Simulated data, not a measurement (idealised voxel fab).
The document below concerns the process module designated voxel fin reveal.
It is cross-section cut that appears here, measuring 260 nm in width, its square cells being 5 nm in size.
Notation: cross-section as square-cell grid; stated in bands, top first, going down; one or more cell rows per band. Band: top height; bottom height; in nm. Then, left to right: material with width in nm, for each material. "everywhere": a single material spanning edge to edge. "air": empty space. Convention: height 0 is the level below which the wafer, as received, is all one material. The lowest band does not terminate at the bottom but continues downward, represented as "0 -> down". Width: "30..40" (first number = top row, second number = bottom row, same change from row to row of cells). Reading "no modification" for a step: not a cell of the cross-section changed in it. Entry "Closed void listing" = empty spaces >= 8 cells with no open way to the top; each as width x height at distance, distance from left edge, all nm. Read whatever lies past the settings on a step's line as the simulator's own remark about the step. Steps that use a mask can have "overlay nm" on their line. It says how far the mask sat to the right of where it was meant to be. Negative means to the left.

THE PLANNED PROCESS STEPS ARE ENUMERATED HEREUNDER
1,RECEIVE | material Si
2,CONFORMAL_DEP | material SiN | thk nm 5
3,PATTERN | tone cover | mask id FINS | material resist | width nm 15 | pitch nm 40 | thk nm 20 | overlay nm 0
4,DIRECTIONAL_ETCH | etch materials SiN | depth nm 5
5,DIRECTIONAL_ETCH | etch materials Si | depth nm 30
6,STRIP | etch materials resist
7,OXIDIZE | depth nm 5
8,FILL_DEP | material SiO2 | thk nm 15
9,CMP | height nm 5
10,SELECTIVE_ETCH | etch materials SiO2 | depth nm 15
11,STRIP | etch materials SiN
12,CONFORMAL_DEP | material HfO2 | thk nm 5

FIRST OF TWO WAFERS, WITH THE RUN CARRIED OUT AS PLANNED

WAFER AT RECEIPT (POST STEP 1), CROSS-SECTION
0 -> down: Si everywhere
Closed void listing: none

CROSS-SECTION: WAFER STATE AFTER STEP 2
5 -> 0: SiN everywhere
Lower than 0, everything is as it was.

CROSS-SECTION: WAFER STATE AFTER STEP 3
25 -> 5: 80 of air; 15 of resist; 25 of air; 15 of resist; 25 of air; 15 of resist; 85 of air
Lower than 5, everything is as it was.

CROSS-SECTION: WAFER STATE AFTER STEP 4
25 -> 5: 80 of air; 15 of resist; 25 of air; 15 of resist; 25 of air; 15 of resist; 85 of air
5 -> 0: 80 of air; 15 of SiN; 25 of air; 15 of SiN; 25 of air; 15 of SiN; 85 of air
Lower than 0, everything is as it was.

CROSS-SECTION: WAFER STATE AFTER STEP 5
25 -> 5: 80 of air; 15 of resist; 25 of air; 15 of resist; 25 of air; 15 of resist; 85 of air
5 -> 0: 80 of air; 15 of SiN; 25 of air; 15 of SiN; 25 of air; 15 of SiN; 85 of air
0 -> -30: 80 of air; 15 of Si; 25 of air; 15 of Si; 25 of air; 15 of Si; 85 of air
Lower than -30, everything is as it was.

CROSS-SECTION: WAFER STATE AFTER STEP 6
5 -> 0: 80 of air; 15 of SiN; 25 of air; 15 of SiN; 25 of air; 15 of SiN; 85 of air
Lower than 0, everything is as it was.

CROSS-SECTION: WAFER STATE AFTER STEP 7
5 -> 0: 80 of air; 15 of SiN; 25 of air; 15 of SiN; 25 of air; 15 of SiN; 85 of air
0 -> -30: 80 of air; 5 of SiO2; 5 of Si; 5 of SiO2; 25 of air; 5 of SiO2; 5 of Si; 5 of SiO2; 25 of air; 5 of SiO2; 5 of Si; 5 of SiO2; 85 of air
-30 -> -35: 85 of SiO2; 5 of Si; 35 of SiO2; 5 of Si; 35 of SiO2; 5 of Si; 90 of SiO2
Lower than -35, everything is as it was.

CROSS-SECTION: WAFER STATE AFTER STEP 8
20 -> 5: SiO2 everywhere
5 -> 0: 80 of SiO2; 15 of SiN; 25 of SiO2; 15 of SiN; 25 of SiO2; 15 of SiN; 85 of SiO2
0 -> -35: 85 of SiO2; 5 of Si; 35 of SiO2; 5 of Si; 35 of SiO2; 5 of Si; 90 of SiO2
Lower than -35, everything is as it was.

CROSS-SECTION: WAFER STATE AFTER STEP 9
5 -> 0: 80 of SiO2; 15 of SiN; 25 of SiO2; 15 of SiN; 25 of SiO2; 15 of SiN; 85 of SiO2
Lower than 0, everything is as it was.

CROSS-SECTION: WAFER STATE AFTER STEP 10
5 -> 0: 80 of air; 15 of SiN; 25 of air; 15 of SiN; 25 of air; 15 of SiN; 85 of air
0 -> -10: 85 of air; 5 of Si; 35 of air; 5 of Si; 35 of air; 5 of Si; 90 of air
Lower than -10, everything is as it was.

CROSS-SECTION: WAFER STATE AFTER STEP 11
0 -> -10: 85 of air; 5 of Si; 35 of air; 5 of Si; 35 of air; 5 of Si; 90 of air
Lower than -10, everything is as it was.

CROSS-SECTION: WAFER STATE AFTER STEP 12
5 -> 0: 80 of air; 15 of HfO2; 25 of air; 15 of HfO2; 25 of air; 15 of HfO2; 85 of air
0 -> -5: 80 of air; 5 of HfO2; 5 of Si; 5 of HfO2; 25 of air; 5 of HfO2; 5 of Si; 5 of HfO2; 25 of air; 5 of HfO2; 5 of Si; 5 of HfO2; 85 of air
-5 -> -10: 85 of HfO2; 5 of Si; 35 of HfO2; 5 of Si; 35 of HfO2; 5 of Si; 90 of HfO2
Lower than -10, everything is as it was.

WAFER TWO OF THE PAIR: SAME ORIGIN, SAME PLAN, ONE ERROR DURING THE RUN; IDENTICAL TO WAFER ONE UP TO AND INCLUDING STEP 2

CROSS-SECTIONAL REPRESENTATION OF THE SECOND WAFER AT THE TIME DESIGNATED IN THE PLAN FOR THE COMPLETION OF STEP 3
25 -> 5: 75 of air; 25 of resist; 15 of air; 25 of resist; 15 of air; 25 of resist; 80 of air
Lower than 5, everything is as it was.

CROSS-SECTIONAL REPRESENTATION OF THE SECOND WAFER AT THE TIME DESIGNATED IN THE PLAN FOR THE COMPLETION OF STEP 4
25 -> 5: 75 of air; 25 of resist; 15 of air; 25 of resist; 15 of air; 25 of resist; 80 of air
5 -> 0: 75 of air; 25 of SiN; 15 of air; 25 of SiN; 15 of air; 25 of SiN; 80 of air
Lower than 0, everything is as it was.

CROSS-SECTIONAL REPRESENTATION OF THE SECOND WAFER AT THE TIME DESIGNATED IN THE PLAN FOR THE COMPLETION OF STEP 5
25 -> 5: 75 of air; 25 of resist; 15 of air; 25 of resist; 15 of air; 25 of resist; 80 of air
5 -> 0: 75 of air; 25 of SiN; 15 of air; 25 of SiN; 15 of air; 25 of SiN; 80 of air
0 -> -30: 75 of air; 25 of Si; 15 of air; 25 of Si; 15 of air; 25 of Si; 80 of air
Lower than -30, everything is as it was.

CROSS-SECTIONAL REPRESENTATION OF THE SECOND WAFER AT THE TIME DESIGNATED IN THE PLAN FOR THE COMPLETION OF STEP 6
5 -> 0: 75 of air; 25 of SiN; 15 of air; 25 of SiN; 15 of air; 25 of SiN; 80 of air
Lower than 0, everything is as it was.

CROSS-SECTIONAL REPRESENTATION OF THE SECOND WAFER AT THE TIME DESIGNATED IN THE PLAN FOR THE COMPLETION OF STEP 7
5 -> 0: 75 of air; 25 of SiN; 15 of air; 25 of SiN; 15 of air; 25 of SiN; 80 of air
0 -> -30: 75 of air; 5 of SiO2; 15 of Si; 5 of SiO2; 15 of air; 5 of SiO2; 15 of Si; 5 of SiO2; 15 of air; 5 of SiO2; 15 of Si; 5 of SiO2; 80 of air
-30 -> -35: 80 of SiO2; 15 of Si; 25 of SiO2; 15 of Si; 25 of SiO2; 15 of Si; 85 of SiO2
Lower than -35, everything is as it was.

CROSS-SECTIONAL REPRESENTATION OF THE SECOND WAFER AT THE TIME DESIGNATED IN THE PLAN FOR THE COMPLETION OF STEP 8
20 -> 5: SiO2 everywhere
5 -> 0: 75 of SiO2; 25 of SiN; 15 of SiO2; 25 of SiN; 15 of SiO2; 25 of SiN; 80 of SiO2
0 -> -35: 80 of SiO2; 15 of Si; 25 of SiO2; 15 of Si; 25 of SiO2; 15 of Si; 85 of SiO2
Lower than -35, everything is as it was.

CROSS-SECTIONAL REPRESENTATION OF THE SECOND WAFER AT THE TIME DESIGNATED IN THE PLAN FOR THE COMPLETION OF STEP 9
5 -> 0: 75 of SiO2; 25 of SiN; 15 of SiO2; 25 of SiN; 15 of SiO2; 25 of SiN; 80 of SiO2
Lower than 0, everything is as it was.

CROSS-SECTIONAL REPRESENTATION OF THE SECOND WAFER AT THE TIME DESIGNATED IN THE PLAN FOR THE COMPLETION OF STEP 10
5 -> 0: 75 of air; 25 of SiN; 15 of air; 25 of SiN; 15 of air; 25 of SiN; 80 of air
0 -> -10: 80 of air; 15 of Si; 25 of air; 15 of Si; 25 of air; 15 of Si; 85 of air
Lower than -10, everything is as it was.

CROSS-SECTIONAL REPRESENTATION OF THE SECOND WAFER AT THE TIME DESIGNATED IN THE PLAN FOR THE COMPLETION OF STEP 11
0 -> -10: 80 of air; 15 of Si; 25 of air; 15 of Si; 25 of air; 15 of Si; 85 of air
Lower than -10, everything is as it was.

CROSS-SECTIONAL REPRESENTATION OF THE SECOND WAFER AT THE TIME DESIGNATED IN THE PLAN FOR THE COMPLETION OF STEP 12
5 -> 0: 75 of air; 25 of HfO2; 15 of air; 25 of HfO2; 15 of air; 25 of HfO2; 80 of air
0 -> -5: 75 of air; 5 of HfO2; 15 of Si; 5 of HfO2; 15 of air; 5 of HfO2; 15 of Si; 5 of HfO2; 15 of air; 5 of HfO2; 15 of Si; 5 of HfO2; 80 of air
-5 -> -10: 80 of HfO2; 15 of Si; 25 of HfO2; 15 of Si; 25 of HfO2; 15 of Si; 85 of HfO2
Lower than -10, everything is as it was.
What broke from the plan during processing? for step 3, the planned setting was not used; the step was instead run as PATTERN | tone cover | mask id FINS | material resist | width nm 25 | pitch nm 40 | thk nm 20 | overlay nm 0
Cell-count delta at end, second wafer over first, by material: +42 Si | -30 SiO2
